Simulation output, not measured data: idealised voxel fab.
Proc. module: voxel self aligned vias
Square cell edge 5 nm, section width 275 nm, ID cut.
Square cells in a grid make up a cross-section in this document, and the grid is given as bands, listed from the top down, each one or more rows of cells.
Quick guide to a band line: top height, bottom height (nm) up front; then every material left to right with its width in nm. Only one material and it's marked "throughout"? Then it fills the band edge to edge. And "air" just means empty space.
Heights from 0 (as-received wafer is one material below). Bottom band endless downward, as "z 0 and below".
Per-row width for "30->40": begins at first number (top row of band), ends at second number (bottom row), increment between rows held constant.
Any step labelled "no modifications" changed none of the cells in the cross-section.
The entry titled "Voids, sealed" provides the empty spaces that have no open way to the top, restricted to those of 8 cells or more. Each is presented as width x height at distance, the distance being measured from the left edge, with all three in nm.
Text after the settings on a step's line: the simulator's own remark on that step.
overlay nm: how far to the right of its planned place the mask lay on this masked step (negative: to the left).
[Process steps foreseen in the plan]
1 RECEIVE | material Si
2 CONFORMAL_DEP | material SiO2 | thk nm 15
3 CONFORMAL_DEP | material SiCN | thk nm 5
4 DIRECTIONAL_DEP | material lowk | thk nm 30
5 DIRECTIONAL_DEP | material aC | thk nm 15
6 PATTERN | tone open | mask id LINES | material resist | width nm 20 | pitch nm 60 | thk nm 35 | overlay nm 0
7 DIRECTIONAL_ETCH | etch materials aC | depth nm 15
8 STRIP | etch materials resist
9 DIRECTIONAL_ETCH | etch materials lowk | depth nm 30
10 STRIP | etch materials aC
11 CONFORMAL_DEP | material TiN | thk nm 5
12 FILL_DEP | material W | thk nm 10
13 CMP | height nm 50
14 SELECTIVE_ETCH | etch materials W Ru TiN | depth nm 5
15 FILL_DEP | material SiN | thk nm 5
16 CMP | height nm 50
17 DIRECTIONAL_DEP | material lowk | thk nm 20
18 MASKED_ETCH | tone open | mask id VIAS | width nm 30 | pitch nm 60 | etch materials lowk | depth nm 20 | overlay nm 0
19 MASKED_ETCH | tone open | mask id VIAS | width nm 30 | pitch nm 60 | etch materials SiN | depth nm 5 | overlay nm 0
20 CONFORMAL_DEP | material TiN | thk nm 5
21 FILL_DEP | material Cu | thk nm 10
22 CMP | height nm 70
23 CONFORMAL_DEP | material SiN | thk nm 5
[Here's what the wafer looked like in cross-section when it arrived - that's after step 1]
* z 0 and below = Si throughout
* Voids, sealed: none
[The first of two wafers, cross-sectioned at the end of the module, with the run proceeding as planned]
* z 75 to 70 = SiN throughout
* z 70 to 55 = lowk 60, then TiN 5, then Cu 20, then TiN 5, then lowk 30, then TiN 5, then Cu 20, then TiN 5, then lowk 30, then TiN 5, then Cu 20, then TiN 5, then lowk 65
* z 55 to 50 = lowk 60, then TiN 10, then Cu 10, then TiN 10, then lowk 30, then TiN 10, then Cu 10, then TiN 10, then lowk 30, then TiN 10, then Cu 10, then TiN 10, then lowk 65
* z 50 to 45 = lowk 65, then TiN 20, then lowk 40, then TiN 20, then lowk 40, then TiN 20, then lowk 70
* z 45 to 25 = lowk 65, then TiN 5, then W 10, then TiN 5, then lowk 40, then TiN 5, then W 10, then TiN 5, then lowk 40, then TiN 5, then W 10, then TiN 5, then lowk 70
* z 25 to 20 = lowk 65, then TiN 20, then lowk 40, then TiN 20, then lowk 40, then TiN 20, then lowk 70
* z 20 to 15 = SiCN throughout
* z 15 to 0 = SiO2 throughout
* z 0 and below = Si throughout
* Voids, sealed: none
[Second wafer of the two, sectioned at the end of the module. It began like the first and followed the same plan, but one mistake was made while running it]
* z 75 to 70 = SiN throughout
* z 70 to 55 = lowk 60, then TiN 5, then Cu 20, then TiN 5, then lowk 30, then TiN 5, then Cu 20, then TiN 5, then lowk 30, then TiN 5, then Cu 20, then TiN 5, then lowk 65
* z 55 to 50 = lowk 60, then TiN 10, then Cu 10, then TiN 10, then lowk 30, then TiN 10, then Cu 10, then TiN 10, then lowk 30, then TiN 10, then Cu 10, then TiN 10, then lowk 65
* z 50 to 45 = lowk 65, then TiN 20, then lowk 40, then TiN 20, then lowk 40, then TiN 20, then lowk 70
* z 45 to 40 = lowk 65, then TiN 5, then W 10, then TiN 5, then lowk 40, then TiN 5, then W 10, then TiN 5, then lowk 40, then TiN 5, then W 10, then TiN 5, then lowk 70
* z 40 to 35 = lowk 65, then TiN 20, then lowk 40, then TiN 20, then lowk 40, then TiN 20, then lowk 70
* z 35 to 30 = SiCN throughout
* z 30 to 0 = SiO2 throughout
* z 0 and below = Si throughout
* Voids, sealed: none
Want to know what went wrong? step 2 was run twice
In the final state, the cell counts of the second wafer exceed or fall short of those of the first for the following materials: SiO2 +165 | TiN -18 | W -18 | lowk -129
